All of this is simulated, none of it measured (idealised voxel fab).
Title: Process Module voxel local oxidation
It is cross-section cut that appears here, measuring 220 nm in width, its square cells being 5 nm in size.
Square cells in a grid make up a cross-section in this document, and the grid is given as bands, listed from the top down, each one or more rows of cells. Each band's line starts with the height of the band's top and of its bottom, in nm. Then come its materials from left to right, each with its width in nm. One material with "edge to edge" fills the band from edge to edge. "empty" is empty space. Height datum 0, below which the as-received substrate wafer is one material. Lowest band open at the bottom, running downward: "0 nm and below". Top row gets the first number, bottom row gets the second, and each row in between changes by the same step: that is how a band width like "30..40" works. Step note "same as before" = no cross-section cell changed. Heads up: "Enclosed void list" only lists the empty pockets with no open path to the top that are 8 cells or more, and it writes them as width x height at distance, distance from the left edge, in nm. Text after the settings on a step's line: the simulator's own remark on that step. The setting "overlay nm" may be written on the line of a step. When the step uses a mask, the value reports how far to the right of the planned place the mask lay, and a negative value reports that it lay to the left.
### Planned process steps
1) RECEIVE (material Si)
2) OXIDIZE (depth nm 5)
3) CONFORMAL_DEP (material SiN; thk nm 15)
4) PATTERN (tone cover; mask id ACTIVE; material resist; width nm 110; thk nm 15; overlay nm 0)
5) DIRECTIONAL_ETCH (etch materials SiN; depth nm 15)
6) STRIP (etch materials resist)
7) SELECTIVE_ETCH (etch materials SiO2; depth nm 5)
8) OXIDIZE (depth nm 10)
9) STRIP (etch materials SiN)
### as received, after step 1
    0 nm and below: Si edge to edge
    Enclosed void list: none
### Post-module cross-section: identical start and plan to those above, one misstep in execution
    0 nm to -5 nm: empty: 70, then SiO2: 80, then empty: 70
    -5 nm to -15 nm: SiO2: 80, then Si: 60, then SiO2: 80
    -15 nm and below: Si edge to edge
    Enclosed void list: none
Deviation noted in wafer processing: planned and actual differ for step 7; actual: SELECTIVE_ETCH (etch materials SiO2; depth nm 15)
